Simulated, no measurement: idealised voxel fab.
process module | voxel gate over fins
cross-section cut | 195 nm wide | cells 5 nm
A cross-section is a grid of square cells, given in bands from the top down. A band is one or more rows of cells.
Each band's line starts with the height of the band's top and of its bottom, in nm. Then come its materials from left to right, each with its width in nm. One material with "throughout" fills the band from edge to edge. "air" is empty space.
Height 0 is the level under which the wafer as received is all one material. The lowest band goes on downwards, as in "0 down".
A width such as "30 to 40" changes by the same amount from each row of cells to the next, from the band's top row to its bottom row.
"no change" after a step means that no cell of the cross-section changed.
closed voids: empty space of 8 cells or more with no open way to the top, each as width x height at its distance from the left edge, in nm
after a step's settings: what the simulator itself notes on the step
overlay nm, on a step with a mask: how far to the right of its planned place the mask lay; to the left if negative
plan
1 op RECEIVE | material Si
2 op CONFORMAL_DEP | material SiN | thk nm 5
3 op PATTERN | tone cover | mask id FINS | material resist | width nm 15 | pitch nm 45 | thk nm 20 | overlay nm 0
4 op DIRECTIONAL_ETCH | etch materials SiN | depth nm 5
5 op DIRECTIONAL_ETCH | etch materials Si | depth nm 30
6 op STRIP | etch materials resist
7 op OXIDIZE | depth nm 5
8 op FILL_DEP | material SiO2 | thk nm 5
9 op CMP | height nm 5
10 op SELECTIVE_ETCH | etch materials SiO2 | depth nm 20
11 op STRIP | etch materials SiN
12 op CONFORMAL_DEP | material HfO2 | thk nm 5
13 op CONFORMAL_DEP | material TiN | thk nm 5
14 op FILL_DEP | material W | thk nm 10
15 op CMP | height nm 15
16 op CONFORMAL_DEP | material SiN | thk nm 10
first wafer, as planned
as received, after step 1
  0 down: Si throughout
  closed voids: none
after step 2
  5 to 0: SiN throughout
  below 0: unchanged
after step 3
  25 to 5: air 20 | resist 15 | air 30 | resist 15 | air 30 | resist 15 | air 30 | resist 15 | air 25
  below 5: unchanged
after step 4
  25 to 5: air 20 | resist 15 | air 30 | resist 15 | air 30 | resist 15 | air 30 | resist 15 | air 25
  5 to 0: air 20 | SiN 15 | air 30 | SiN 15 | air 30 | SiN 15 | air 30 | SiN 15 | air 25
  below 0: unchanged
after step 5
  25 to 5: air 20 | resist 15 | air 30 | resist 15 | air 30 | resist 15 | air 30 | resist 15 | air 25
  5 to 0: air 20 | SiN 15 | air 30 | SiN 15 | air 30 | SiN 15 | air 30 | SiN 15 | air 25
  0 to -30: air 20 | Si 15 | air 30 | Si 15 | air 30 | Si 15 | air 30 | Si 15 | air 25
  below -30: unchanged
after step 6
  5 to 0: air 20 | SiN 15 | air 30 | SiN 15 | air 30 | SiN 15 | air 30 | SiN 15 | air 25
  below 0: unchanged
after step 7
  5 to 0: air 20 | SiN 15 | air 30 | SiN 15 | air 30 | SiN 15 | air 30 | SiN 15 | air 25
  0 to -30: air 20 | SiO2 5 | Si 5 | SiO2 5 | air 30 | SiO2 5 | Si 5 | SiO2 5 | air 30 | SiO2 5 | Si 5 | SiO2 5 | air 30 | SiO2 5 | Si 5 | SiO2 5 | air 25
  -30 to -35: SiO2 25 | Si 5 | SiO2 40 | Si 5 | SiO2 40 | Si 5 | SiO2 40 | Si 5 | SiO2 30
  below -35: unchanged
after step 8
  10 to 5: SiO2 throughout
  5 to 0: SiO2 20 | SiN 15 | SiO2 30 | SiN 15 | SiO2 30 | SiN 15 | SiO2 30 | SiN 15 | SiO2 25
  0 to -35: SiO2 25 | Si 5 | SiO2 40 | Si 5 | SiO2 40 | Si 5 | SiO2 40 | Si 5 | SiO2 30
  below -35: unchanged
after step 9
  5 to 0: SiO2 20 | SiN 15 | SiO2 30 | SiN 15 | SiO2 30 | SiN 15 | SiO2 30 | SiN 15 | SiO2 25
  below 0: unchanged
after step 10
  5 to 0: air 20 | SiN 15 | air 30 | SiN 15 | air 30 | SiN 15 | air 30 | SiN 15 | air 25
  0 to -15: air 25 | Si 5 | air 40 | Si 5 | air 40 | Si 5 | air 40 | Si 5 | air 30
  below -15: unchanged
after step 11
  0 to -15: air 25 | Si 5 | air 40 | Si 5 | air 40 | Si 5 | air 40 | Si 5 | air 30
  below -15: unchanged
after step 12
  5 to 0: air 20 | HfO2 15 | air 30 | HfO2 15 | air 30 | HfO2 15 | air 30 | HfO2 15 | air 25
  0 to -10: air 20 | HfO2 5 | Si 5 | HfO2 5 | air 30 | HfO2 5 | Si 5 | HfO2 5 | air 30 | HfO2 5 | Si 5 | HfO2 5 | air 30 | HfO2 5 | Si 5 | HfO2 5 | air 25
  -10 to -15: HfO2 25 | Si 5 | HfO2 40 | Si 5 | HfO2 40 | Si 5 | HfO2 40 | Si 5 | HfO2 30
  below -15: unchanged
after step 13
  10 to 5: air 15 | TiN 25 | air 20 | TiN 25 | air 20 | TiN 25 | air 20 | TiN 25 | air 20
  5 to 0: air 15 | TiN 5 | HfO2 15 | TiN 5 | air 20 | TiN 5 | HfO2 15 | TiN 5 | air 20 | TiN 5 | HfO2 15 | TiN 5 | air 20 | TiN 5 | HfO2 15 | TiN 5 | air 20
  0 to -5: air 15 | TiN 5 | HfO2 5 | Si 5 | HfO2 5 | TiN 5 | air 20 | TiN 5 | HfO2 5 | Si 5 | HfO2 5 | TiN 5 | air 20 | TiN 5 | HfO2 5 | Si 5 | HfO2 5 | TiN 5 | air 20 | TiN 5 | HfO2 5 | Si 5 | HfO2 5 | TiN 5 | air 20
  -5 to -10: TiN 20 | HfO2 5 | Si 5 | HfO2 5 | TiN 30 | HfO2 5 | Si 5 | HfO2 5 | TiN 30 | HfO2 5 | Si 5 | HfO2 5 | TiN 30 | HfO2 5 | Si 5 | HfO2 5 | TiN 25
  below -10: unchanged
after step 14
  20 to 10: W throughout
  10 to 5: W 15 | TiN 25 | W 20 | TiN 25 | W 20 | TiN 25 | W 20 | TiN 25 | W 20
  5 to 0: W 15 | TiN 5 | HfO2 15 | TiN 5 | W 20 | TiN 5 | HfO2 15 | TiN 5 | W 20 | TiN 5 | HfO2 15 | TiN 5 | W 20 | TiN 5 | HfO2 15 | TiN 5 | W 20
  0 to -5: W 15 | TiN 5 | HfO2 5 | Si 5 | HfO2 5 | TiN 5 | W 20 | TiN 5 | HfO2 5 | Si 5 | HfO2 5 | TiN 5 | W 20 | TiN 5 | HfO2 5 | Si 5 | HfO2 5 | TiN 5 | W 20 | TiN 5 | HfO2 5 | Si 5 | HfO2 5 | TiN 5 | W 20
  below -5: unchanged
after step 15
  15 to 10: W throughout
  below 10: unchanged
after step 16
  25 to 15: SiN throughout
  below 15: unchanged
second wafer: like start, like plan, one mistake. Through step 13 it matches the first wafer
when step 14 should have ended
  20 to 10: SiO2 throughout
  10 to 5: SiO2 15 | TiN 25 | SiO2 20 | TiN 25 | SiO2 20 | TiN 25 | SiO2 20 | TiN 25 | SiO2 20
  5 to 0: SiO2 15 | TiN 5 | HfO2 15 | TiN 5 | SiO2 20 | TiN 5 | HfO2 15 | TiN 5 | SiO2 20 | TiN 5 | HfO2 15 | TiN 5 | SiO2 20 | TiN 5 | HfO2 15 | TiN 5 | SiO2 20
  0 to -5: SiO2 15 | TiN 5 | HfO2 5 | Si 5 | HfO2 5 | TiN 5 | SiO2 20 | TiN 5 | HfO2 5 | Si 5 | HfO2 5 | TiN 5 | SiO2 20 | TiN 5 | HfO2 5 | Si 5 | HfO2 5 | TiN 5 | SiO2 20 | TiN 5 | HfO2 5 | Si 5 | HfO2 5 | TiN 5 | SiO2 20
  below -5: unchanged
when step 15 should have ended
  15 to 10: SiO2 throughout
  below 10: unchanged
when step 16 should have ended
  25 to 15: SiN throughout
  below 15: unchanged
what went wrong: step 14 ran as: op FILL_DEP | material SiO2 | thk nm 10
at the end the second wafer has, in cells: 96 more of SiO2 | 96 fewer of W
